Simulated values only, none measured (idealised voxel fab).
process module | voxel self aligned contacts
cross-section cut | 235 nm wide | cells 5 nm
A cross-section is a grid of square cells, given in bands from the top down. A band is one or more rows of cells.
Each band's line starts with the height of the band's top and of its bottom, in nm. Then come its materials from left to right, each with its width in nm. One material with "throughout" fills the band from edge to edge. "air" is empty space.
Height 0 is the level under which the wafer as received is all one material. The lowest band goes on downwards, as in "0 down".
A width such as "30 to 40" changes by the same amount from each row of cells to the next, from the band's top row to its bottom row.
"no change" after a step means that no cell of the cross-section changed.
closed voids: empty space of 8 cells or more with no open way to the top, each as width x height at its distance from the left edge, in nm
after a step's settings: what the simulator itself notes on the step
overlay nm, on a step with a mask: how far to the right of its planned place the mask lay; to the left if negative
plan
1 op RECEIVE | material Si
2 op CONFORMAL_DEP | material SiO2 | thk nm 5
3 op DIRECTIONAL_DEP | material polySi | thk nm 20
4 op DIRECTIONAL_DEP | material SiN | thk nm 20
5 op DIRECTIONAL_DEP | material aC | thk nm 10
6 op PATTERN | tone cover | mask id GATE | material resist | width nm 35 | pitch nm 75 | thk nm 25 | overlay nm 0
7 op DIRECTIONAL_ETCH | etch materials aC | depth nm 10
8 op STRIP | etch materials resist
9 op DIRECTIONAL_ETCH | etch materials SiN | depth nm 20
10 op DIRECTIONAL_ETCH | etch materials polySi | depth nm 20
11 op STRIP | etch materials aC
12 op CONFORMAL_DEP | material SiN | thk nm 10
13 op DIRECTIONAL_ETCH | etch materials SiN | depth nm 10
14 op FILL_DEP | material SiO2 | thk nm 20
15 op CMP | height nm 55
16 op PATTERN | tone open | mask id CONTACT | material resist | width nm 50 | pitch nm 75 | thk nm 15 | overlay nm 0
17 op DIRECTIONAL_ETCH | etch materials SiO2 | depth nm 55
18 op STRIP | etch materials resist
19 op CONFORMAL_DEP | material TiN | thk nm 5
20 op FILL_DEP | material W | thk nm 5
21 op CMP | height nm 55
22 op CONFORMAL_DEP | material SiN | thk nm 5
varied across the wafers: width nm of step 16. The plan shows the first wafer's value. All wafers start alike
first wafer as received, after step 1
  0 down: Si throughout
  closed voids: none
each wafer at the end: cells of each material gained (+) or lost (-) since it was received, then its closed voids
width nm 50 | +227 SiN | +141 SiO2 | +60 TiN | +52 W | +84 polySi | closed voids: none
width nm 55 | +227 SiN | +137 SiO2 | +62 TiN | +54 W | +84 polySi | closed voids: none
width nm 60 | +227 SiN | +133 SiO2 | +64 TiN | +56 W | +84 polySi | closed voids: none
